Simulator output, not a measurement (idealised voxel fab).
This section sets out a process module, namely voxel released beams.
FYI the section here is cut, 190 nm wide, cells are 5 nm squares.
Just so we're on the same page, the cross-sections are grids of square cells, and they're listed out in bands top to bottom, each band one or more rows deep. Within each band entry, the heights of the top and of the bottom of the band appear first, in that order and in nm; the materials of the band then follow from left to right, each with its corresponding width in nm. The designation "everywhere" on a single material indicates that it fills the band from edge to edge; the designation "empty" indicates empty space. Heights are measured from 0, the level below which the as-received wafer is all one material; the lowest band has no bottom and continues downward, written as in "z 0 and below". The width entry "30 to 40" should be interpreted row by row: the top row of cells in the band takes the first number, the bottom row takes the second number, and the change between adjacent rows is uniform throughout. What does "all unchanged" mean for a step? It means no cell of the cross-section changed in that step. Look at "Closed cavities" for the closed voids: empty spaces with no open path to the top, sized 8 cells or up. Each is width x height at distance, distance from the left edge, all nm. Note: text after step settings on the step line = simulator remark on that step. overlay nm: mask offset rightward from planned place, masked step; negative means leftward offset.

Steps in the process plan
- 1: RECEIVE | material Si
- 2: CONFORMAL_DEP | material SiN | thk nm 10
- 3: DIRECTIONAL_DEP | material SiO2 | thk nm 10
- 4: DIRECTIONAL_DEP | material aC | thk nm 15
- 5: PATTERN | tone open | mask id ANCHOR | material resist | width nm 35 | thk nm 35 | overlay nm 0
- 6: DIRECTIONAL_ETCH | etch materials aC | depth nm 15
- 7: STRIP | etch materials resist
- 8: DIRECTIONAL_ETCH | etch materials SiO2 | depth nm 10
- 9: STRIP | etch materials aC
- 10: CONFORMAL_DEP | material TiN | thk nm 10
- 11: DIRECTIONAL_DEP | material aC | thk nm 10
- 12: PATTERN | tone cover | mask id BEAM | material resist | width nm 100 | thk nm 30 | overlay nm 0
- 13: DIRECTIONAL_ETCH | etch materials aC | depth nm 10
- 14: STRIP | etch materials resist
- 15: DIRECTIONAL_ETCH | etch materials TiN | depth nm 10
- 16: STRIP | etch materials aC
- 17: STRIP | etch materials SiO2

Of two wafers, the first: run according to plan

So this is the incoming wafer in cross-section - it's already been through step 1
- z 0 and below: Si everywhere
- Closed cavities: none

You're looking at a cross-section of the wafer after step 2
- z 10 to 0: SiN everywhere
- At heights below 0, the structure remains unaltered.

You're looking at a cross-section of the wafer after step 3
- z 20 to 10: SiO2 everywhere
- At heights below 10, the structure remains unaltered.

You're looking at a cross-section of the wafer after step 4
- z 35 to 20: aC everywhere
- At heights below 20, the structure remains unaltered.

You're looking at a cross-section of the wafer after step 5
- z 70 to 35: resist: 45  empty: 35  resist: 110
- At heights below 35, the structure remains unaltered.

You're looking at a cross-section of the wafer after step 6
- z 55 to 35: resist: 45  empty: 35  resist: 110
- z 35 to 20: aC: 45  empty: 35  aC: 110
- At heights below 20, the structure remains unaltered.

You're looking at a cross-section of the wafer after step 7
- z 35 to 20: aC: 45  empty: 35  aC: 110
- At heights below 20, the structure remains unaltered.

You're looking at a cross-section of the wafer after step 8
- z 35 to 20: aC: 45  empty: 35  aC: 110
- z 20 to 10: SiO2: 45  empty: 35  SiO2: 110
- At heights below 10, the structure remains unaltered.

You're looking at a cross-section of the wafer after step 9
- z 20 to 10: SiO2: 45  empty: 35  SiO2: 110
- At heights below 10, the structure remains unaltered.

You're looking at a cross-section of the wafer after step 10
- z 30 to 20: TiN: 55  empty: 15  TiN: 120
- z 20 to 10: SiO2: 45  TiN: 35  SiO2: 110
- At heights below 10, the structure remains unaltered.

You're looking at a cross-section of the wafer after step 11
- z 40 to 30: aC: 55  empty: 15  aC: 120
- z 30 to 20: TiN: 55  aC: 15  TiN: 120
- At heights below 20, the structure remains unaltered.

You're looking at a cross-section of the wafer after step 12
- z 70 to 40: empty: 40  resist: 100  empty: 50
- z 40 to 30: aC: 55  resist: 15  aC: 120
- At heights below 30, the structure remains unaltered.

You're looking at a cross-section of the wafer after step 13
- z 60 to 40: empty: 40  resist: 100  empty: 50
- z 40 to 30: empty: 40  aC: 15  resist: 15  aC: 70  empty: 50
- At heights below 30, the structure remains unaltered.

You're looking at a cross-section of the wafer after step 14
- z 40 to 30: empty: 40  aC: 15  empty: 15  aC: 70  empty: 50
- At heights below 30, the structure remains unaltered.

You're looking at a cross-section of the wafer after step 15
- z 40 to 30: empty: 40  aC: 15  empty: 15  aC: 70  empty: 50
- z 30 to 20: empty: 40  TiN: 15  aC: 15  TiN: 70  empty: 50
- At heights below 20, the structure remains unaltered.

You're looking at a cross-section of the wafer after step 16
- z 30 to 20: empty: 40  TiN: 15  empty: 15  TiN: 70  empty: 50
- At heights below 20, the structure remains unaltered.

You're looking at a cross-section of the wafer after step 17
- z 30 to 20: empty: 40  TiN: 15  empty: 15  TiN: 70  empty: 50
- z 20 to 10: empty: 45  TiN: 35  empty: 110
- At heights below 10, the structure remains unaltered.

Second wafer. Start and plan as for the first. One mistake made in running. Agrees with the first up to and including step 4

Second wafer, cross-section, planned end of step 5
- z 70 to 35: resist: 50  empty: 30  resist: 110
- At heights below 35, the structure remains unaltered.

Second wafer, cross-section, planned end of step 6
- z 55 to 35: resist: 50  empty: 30  resist: 110
- z 35 to 20: aC: 50  empty: 30  aC: 110
- At heights below 20, the structure remains unaltered.

Second wafer, cross-section, planned end of step 7
- z 35 to 20: aC: 50  empty: 30  aC: 110
- At heights below 20, the structure remains unaltered.

Second wafer, cross-section, planned end of step 8
- z 35 to 20: aC: 50  empty: 30  aC: 110
- z 20 to 10: SiO2: 50  empty: 30  SiO2: 110
- At heights below 10, the structure remains unaltered.

Second wafer, cross-section, planned end of step 9
- z 20 to 10: SiO2: 50  empty: 30  SiO2: 110
- At heights below 10, the structure remains unaltered.

Second wafer, cross-section, planned end of step 10
- z 30 to 20: TiN: 60  empty: 10  TiN: 120
- z 20 to 10: SiO2: 50  TiN: 30  SiO2: 110
- At heights below 10, the structure remains unaltered.

Second wafer, cross-section, planned end of step 11
- z 40 to 30: aC: 60  empty: 10  aC: 120
- z 30 to 20: TiN: 60  aC: 10  TiN: 120
- At heights below 20, the structure remains unaltered.

Second wafer, cross-section, planned end of step 12
- z 70 to 40: empty: 40  resist: 100  empty: 50
- z 40 to 30: aC: 60  resist: 10  aC: 120
- At heights below 30, the structure remains unaltered.

Second wafer, cross-section, planned end of step 13
- z 60 to 40: empty: 40  resist: 100  empty: 50
- z 40 to 30: empty: 40  aC: 20  resist: 10  aC: 70  empty: 50
- At heights below 30, the structure remains unaltered.

Second wafer, cross-section, planned end of step 14
- z 40 to 30: empty: 40  aC: 20  empty: 10  aC: 70  empty: 50
- At heights below 30, the structure remains unaltered.

Second wafer, cross-section, planned end of step 15
- z 40 to 30: empty: 40  aC: 20  empty: 10  aC: 70  empty: 50
- z 30 to 20: empty: 40  TiN: 20  aC: 10  TiN: 70  empty: 50
- At heights below 20, the structure remains unaltered.

Second wafer, cross-section, planned end of step 16
- z 30 to 20: empty: 40  TiN: 20  empty: 10  TiN: 70  empty: 50
- At heights below 20, the structure remains unaltered.

Second wafer, cross-section, planned end of step 17
- z 30 to 20: empty: 40  TiN: 20  empty: 10  TiN: 70  empty: 50
- z 20 to 10: empty: 50  TiN: 30  empty: 110
- At heights below 10, the structure remains unaltered.
Against the plan, the run slipped here: step 5 ran with different settings than intended, the actual operation and settings being PATTERN | tone open | mask id ANCHOR | material resist | width nm 30 | thk nm 35 | overlay nm 0
When the process is done, the second wafer contains the same cell count of every material as the first wafer, but distributed over other locations.
